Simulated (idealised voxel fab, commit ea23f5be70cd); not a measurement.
You're looking at the process module voxel ribs on slabs.
It is cross-section cut that appears here, measuring 185 nm in width, its square cells being 5 nm in size.
Reading order for cross-sections: top band down to bottom band. Underlying form: a grid of square cells. Band size: one or more rows of cells. The entry gives the band's vertical extent as a top height and a bottom height in nm, then its horizontal make-up as materials from left to right, each with a width in nm. "blank" stands for empty space; a single material marked "everywhere" fills the band edge to edge. Heights are reckoned from 0. Under this level, the received wafer is all of one material. The bottommost band is open-ended downward, for example "0..down". Graded width ("30..40"): value in top row of band = first number; value in bottom row = second number; row-to-row change constant. When a step is marked "same as before", none of the cells in the cross-section changed during that step. This entry, "Sealed voids", enumerates those empty regions of no fewer than 8 cells that possess no open connection to the top. Each region is reported in the form width x height at distance, the distance being taken from the left edge, with all three quantities expressed in nm. Where a step's line continues beyond its settings, the continuation is a remark by the simulator itself on that step. Each step line may optionally specify "overlay nm", which for a step with a mask gives the rightward distance between the mask's planned place and where it lay, a negative value indicating the leftward direction.
Steps in the process plan
| 1 | RECEIVE, material Si |
| 2 | DIRECTIONAL_DEP, material SiO2, thk nm 25 |
| 3 | DIRECTIONAL_DEP, material polySi, thk nm 15 |
| 4 | PATTERN, tone cover, mask id RIB, material resist, width nm 25, thk nm 15, overlay nm 0 |
| 5 | DIRECTIONAL_ETCH, etch materials polySi, depth nm 10 |
| 6 | STRIP, etch materials resist |
| 7 | MASKED_ETCH, tone cover, mask id SLAB, width nm 65, etch materials polySi, depth nm 5, overlay nm 0 |
| 8 | FILL_DEP, material SiO2, thk nm 20 |
| 9 | CMP, height nm 50 |
| 10 | DIRECTIONAL_DEP, material TiN, thk nm 10 |
| 11 | MASKED_ETCH, tone cover, mask id HEATER, width nm 35, etch materials TiN, depth nm 10, overlay nm 0 |
| 12 | CONFORMAL_DEP, material SiN, thk nm 5 |
Here's what the wafer looked like in cross-section when it arrived - that's after step 1
  0..down: Si everywhere
  Sealed voids: none
First of two wafers, end-of-module section, run followed plan
  65..60: 70 blank  45 SiN  70 blank
  60..55: 70 blank  5 SiN  35 TiN  5 SiN  70 blank
  55..50: 75 SiN  35 TiN  75 SiN
  50..40: SiO2 everywhere
  40..30: 80 SiO2  25 polySi  80 SiO2
  30..25: 60 SiO2  65 polySi  60 SiO2
  25..0: SiO2 everywhere
  0..down: Si everywhere
  Sealed voids: none
End of module, second wafer, cross-section. Started like the first, planned like the first, run with one mistake
  60..50: 75 blank  35 TiN  75 blank
  50..40: SiO2 everywhere
  40..30: 80 SiO2  25 polySi  80 SiO2
  30..25: 60 SiO2  65 polySi  60 SiO2
  25..0: SiO2 everywhere
  0..down: Si everywhere
  Sealed voids: none
Here's what went sideways: with respect to the plan, step 12 was omitted and not executed
The second wafer ends with more or fewer cells of some materials than the first, per final count: 41 fewer of SiN
